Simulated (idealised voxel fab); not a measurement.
process module | voxel ribs on slabs
Cross-section cut: width 155 nm, square cells of 5 nm.
In this document a cross-section is written as a grid of square cells. It is given as a series of bands, listed from the top down, and a band is one or more rows of cells. Basically the band line says how high the top is and how high the bottom is, in nm, and then what's in it from left to right, every material with its width in nm. Empty space shows up as "empty", and if a single material carries "edge to edge" it runs the full band edge to edge. Counting heights begins at 0, where everything beneath is, in the wafer as received, one material. The lowest band has no bottom; it goes on downwards, as "0..down" shows. The expression "30..40" gives the width at the extremes of the band, the first number at its top row of cells and the second at its bottom row, with the width changing by equal amounts from each row to the next in between. Where the words "nothing changed" appear for a step, the cross-section shows no cell changed by that step; every cell remained as before. Listed in "Trapped voids": every empty space of 8 or more cells without an open way to the top. Form: width x height at distance, the distance being from the left edge, all in nm. Past the settings on a step's line: simulator remark, on that step. A step's line can hold "overlay nm"; with a mask on that step, the setting says how far right of the planned place the mask lay, while a negative setting says it lay to the left.
plan:
| 1 | op RECEIVE | material Si |
| 2 | op DIRECTIONAL_DEP | material SiO2 | thk nm 30 |
| 3 | op DIRECTIONAL_DEP | material polySi | thk nm 15 |
| 4 | op MASKED_ETCH | tone cover | mask id RIB | width nm 20 | etch materials polySi | depth nm 5 | overlay nm 0 |
| 5 | op MASKED_ETCH | tone cover | mask id SLAB | width nm 50 | etch materials polySi | depth nm 10 | overlay nm 0 |
| 6 | op FILL_DEP | material SiO2 | thk nm 25 |
| 7 | op CMP | height nm 50 |
| 8 | op DIRECTIONAL_DEP | material TiN | thk nm 5 |
| 9 | op PATTERN | tone cover | mask id HEATER | material resist | width nm 30 | thk nm 20 | overlay nm 0 |
| 10 | op DIRECTIONAL_ETCH | etch materials TiN | depth nm 5 |
| 11 | op STRIP | etch materials resist |
| 12 | op CONFORMAL_DEP | material SiO2 | thk nm 10 |
Heads up: all these wafers start the same, and what changes between them is the height nm in step 7. The value you see in the plan is just what the first wafer got.
Cross-sectional view of the first of several wafers in the as-received condition, corresponding to the state following step 1:
> 0..down  Si edge to edge
> Trapped voids: none
Take a look at the first of several wafers in cross-section: the module is done, and step 12 was its last step:
> 65..60  50 empty / 50 SiO2 / 55 empty
> 60..55  SiO2 edge to edge
> 55..50  60 SiO2 / 30 TiN / 65 SiO2
> 50..45  SiO2 edge to edge
> 45..40  65 SiO2 / 20 polySi / 70 SiO2
> 40..30  50 SiO2 / 50 polySi / 55 SiO2
> 30..0  SiO2 edge to edge
> 0..down  Si edge to edge
> Trapped voids: none
Last wafer x-sec, end of module:
> 85..80  50 empty / 50 SiO2 / 55 empty
> 80..75  SiO2 edge to edge
> 75..70  60 SiO2 / 30 TiN / 65 SiO2
> 70..45  SiO2 edge to edge
> 45..40  65 SiO2 / 20 polySi / 70 SiO2
> 40..30  50 SiO2 / 50 polySi / 55 SiO2
> 30..0  SiO2 edge to edge
> 0..down  Si edge to edge
> Trapped voids: none
Wafer rows, end of module: cells per material gained (+) or lost (-) since receipt; closed voids last:
height nm 50 | +352 SiO2 | +6 TiN | +24 polySi | Trapped voids: none
height nm 55 | +383 SiO2 | +6 TiN | +24 polySi | Trapped voids: none
height nm 60 | +414 SiO2 | +6 TiN | +24 polySi | Trapped voids: none
height nm 65 | +445 SiO2 | +6 TiN | +24 polySi | Trapped voids: none
height nm 70 | +476 SiO2 | +6 TiN | +24 polySi | Trapped voids: none
